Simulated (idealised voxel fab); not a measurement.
process module | voxel self aligned vias
cross-section cut | 285 nm wide | cells 5 nm
A cross-section is a grid of square cells, given in bands from the top down. A band is one or more rows of cells.
Each band's line starts with the height of the band's top and of its bottom, in nm. Then come its materials from left to right, each with its width in nm. One material with "throughout" fills the band from edge to edge. "air" is empty space.
Height 0 is the level under which the wafer as received is all one material. The lowest band goes on downwards, as in "0 down".
A width such as "30 to 40" changes by the same amount from each row of cells to the next, from the band's top row to its bottom row.
"no change" after a step means that no cell of the cross-section changed.
closed voids: empty space of 8 cells or more with no open way to the top, each as width x height at its distance from the left edge, in nm
after a step's settings: what the simulator itself notes on the step
overlay nm, on a step with a mask: how far to the right of its planned place the mask lay; to the left if negative
plan
1 op RECEIVE | material Si
2 op CONFORMAL_DEP | material SiO2 | thk nm 10
3 op CONFORMAL_DEP | material SiCN | thk nm 5
4 op DIRECTIONAL_DEP | material SiO2 | thk nm 30
5 op PATTERN | tone open | mask id LINES | material resist | width nm 30 | pitch nm 60 | thk nm 15 | overlay nm 0
6 op DIRECTIONAL_ETCH | etch materials SiO2 | depth nm 30
7 op STRIP | etch materials resist
8 op CONFORMAL_DEP | material TiN | thk nm 5
9 op FILL_DEP | material W | thk nm 5
10 op CMP | height nm 45
11 op SELECTIVE_ETCH | etch materials W Ru TiN | depth nm 10
12 op FILL_DEP | material SiN | thk nm 5
13 op CMP | height nm 45
14 op DIRECTIONAL_DEP | material SiO2 | thk nm 15
15 op MASKED_ETCH | tone open | mask id VIAS | width nm 40 | pitch nm 60 | etch materials SiO2 | depth nm 15 | overlay nm 0
16 op MASKED_ETCH | tone open | mask id VIAS | width nm 40 | pitch nm 60 | etch materials SiN | depth nm 10 | overlay nm 0
17 op CONFORMAL_DEP | material TiN | thk nm 5
18 op FILL_DEP | material W | thk nm 10
19 op CMP | height nm 60
20 op CONFORMAL_DEP | material SiCN | thk nm 5
first wafer, as planned
as received, after step 1
  0 down: Si throughout
  closed voids: none
after step 2
  10 to 0: SiO2 throughout
  below 0: unchanged
after step 3
  15 to 10: SiCN throughout
  below 10: unchanged
after step 4
  45 to 15: SiO2 throughout
  below 15: unchanged
after step 5
  60 to 45: resist 95 | air 30 | resist 30 | air 30 | resist 100
  below 45: unchanged
after step 6
  60 to 45: resist 95 | air 30 | resist 30 | air 30 | resist 100
  45 to 15: SiO2 95 | air 30 | SiO2 30 | air 30 | SiO2 100
  below 15: unchanged
after step 7
  45 to 15: SiO2 95 | air 30 | SiO2 30 | air 30 | SiO2 100
  below 15: unchanged
after step 8
  50 to 45: TiN 100 | air 20 | TiN 40 | air 20 | TiN 105
  45 to 20: SiO2 95 | TiN 5 | air 20 | TiN 5 | SiO2 30 | TiN 5 | air 20 | TiN 5 | SiO2 100
  20 to 15: SiO2 95 | TiN 30 | SiO2 30 | TiN 30 | SiO2 100
  below 15: unchanged
after step 9
  55 to 50: W throughout
  50 to 45: TiN 100 | W 20 | TiN 40 | W 20 | TiN 105
  45 to 20: SiO2 95 | TiN 5 | W 20 | TiN 5 | SiO2 30 | TiN 5 | W 20 | TiN 5 | SiO2 100
  below 20: unchanged
after step 10
  45 to 20: SiO2 95 | TiN 5 | W 20 | TiN 5 | SiO2 30 | TiN 5 | W 20 | TiN 5 | SiO2 100
  below 20: unchanged
after step 11
  45 to 35: SiO2 95 | air 30 | SiO2 30 | air 30 | SiO2 100
  below 35: unchanged
after step 12
  50 to 45: SiN throughout
  45 to 35: SiO2 95 | SiN 30 | SiO2 30 | SiN 30 | SiO2 100
  below 35: unchanged
after step 13
  45 to 35: SiO2 95 | SiN 30 | SiO2 30 | SiN 30 | SiO2 100
  below 35: unchanged
after step 14
  60 to 45: SiO2 throughout
  below 45: unchanged
after step 15
  60 to 45: SiO2 90 | air 40 | SiO2 20 | air 40 | SiO2 95
  below 45: unchanged
after step 16
  60 to 45: SiO2 90 | air 40 | SiO2 20 | air 40 | SiO2 95
  45 to 35: SiO2 95 | air 30 | SiO2 30 | air 30 | SiO2 100
  below 35: unchanged
after step 17
  65 to 60: TiN 95 | air 30 | TiN 30 | air 30 | TiN 100
  60 to 50: SiO2 90 | TiN 5 | air 30 | TiN 5 | SiO2 20 | TiN 5 | air 30 | TiN 5 | SiO2 95
  50 to 40: SiO2 90 to 95 | TiN 10 to 5 | air 20 | TiN 10 to 5 | SiO2 20 to 30 | TiN 10 to 5 | air 20 | TiN 10 to 5 | SiO2 95 to 100
  40 to 35: SiO2 95 | TiN 30 | SiO2 30 | TiN 30 | SiO2 100
  below 35: unchanged
after step 18
  75 to 65: W throughout
  65 to 60: TiN 95 | W 30 | TiN 30 | W 30 | TiN 100
  60 to 50: SiO2 90 | TiN 5 | W 30 | TiN 5 | SiO2 20 | TiN 5 | W 30 | TiN 5 | SiO2 95
  50 to 40: SiO2 90 to 95 | TiN 10 to 5 | W 20 | TiN 10 to 5 | SiO2 20 to 30 | TiN 10 to 5 | W 20 | TiN 10 to 5 | SiO2 95 to 100
  below 40: unchanged
after step 19
  60 to 50: SiO2 90 | TiN 5 | W 30 | TiN 5 | SiO2 20 | TiN 5 | W 30 | TiN 5 | SiO2 95
  below 50: unchanged
after step 20
  65 to 60: SiCN throughout
  below 60: unchanged
second wafer: like start, like plan, one mistake. Through step 14 it matches the first wafer
when step 15 should have ended
  60 to 45: SiO2 90 | air 40 | SiO2 20 | air 40 | SiO2 95
  45 to 40: SiO2 90 | air 5 | SiN 30 | air 5 | SiO2 20 | air 5 | SiN 30 | air 5 | SiO2 95
  below 40: unchanged
when step 16 should have ended
  60 to 40: SiO2 90 | air 40 | SiO2 20 | air 40 | SiO2 95
  40 to 35: SiO2 95 | air 30 | SiO2 30 | air 30 | SiO2 100
  below 35: unchanged
when step 17 should have ended
  65 to 60: TiN 95 | air 30 | TiN 30 | air 30 | TiN 100
  60 to 45: SiO2 90 | TiN 5 | air 30 | TiN 5 | SiO2 20 | TiN 5 | air 30 | TiN 5 | SiO2 95
  45 to 40: SiO2 90 | TiN 10 | air 20 | TiN 10 | SiO2 20 | TiN 10 | air 20 | TiN 10 | SiO2 95
  40 to 35: SiO2 95 | TiN 30 | SiO2 30 | TiN 30 | SiO2 100
  below 35: unchanged
when step 18 should have ended
  75 to 65: W throughout
  65 to 60: TiN 95 | W 30 | TiN 30 | W 30 | TiN 100
  60 to 45: SiO2 90 | TiN 5 | W 30 | TiN 5 | SiO2 20 | TiN 5 | W 30 | TiN 5 | SiO2 95
  45 to 40: SiO2 90 | TiN 10 | W 20 | TiN 10 | SiO2 20 | TiN 10 | W 20 | TiN 10 | SiO2 95
  below 40: unchanged
when step 19 should have ended
  60 to 45: SiO2 90 | TiN 5 | W 30 | TiN 5 | SiO2 20 | TiN 5 | W 30 | TiN 5 | SiO2 95
  below 45: unchanged
when step 20 should have ended
  65 to 60: SiCN throughout
  below 60: unchanged
what went wrong: step 15 ran as: op MASKED_ETCH | tone open | mask id VIAS | width nm 40 | pitch nm 60 | etch materials SiO2 | depth nm 20 | overlay nm 0
at the end the second wafer has, in cells: 4 fewer of SiO2 | 4 more of W
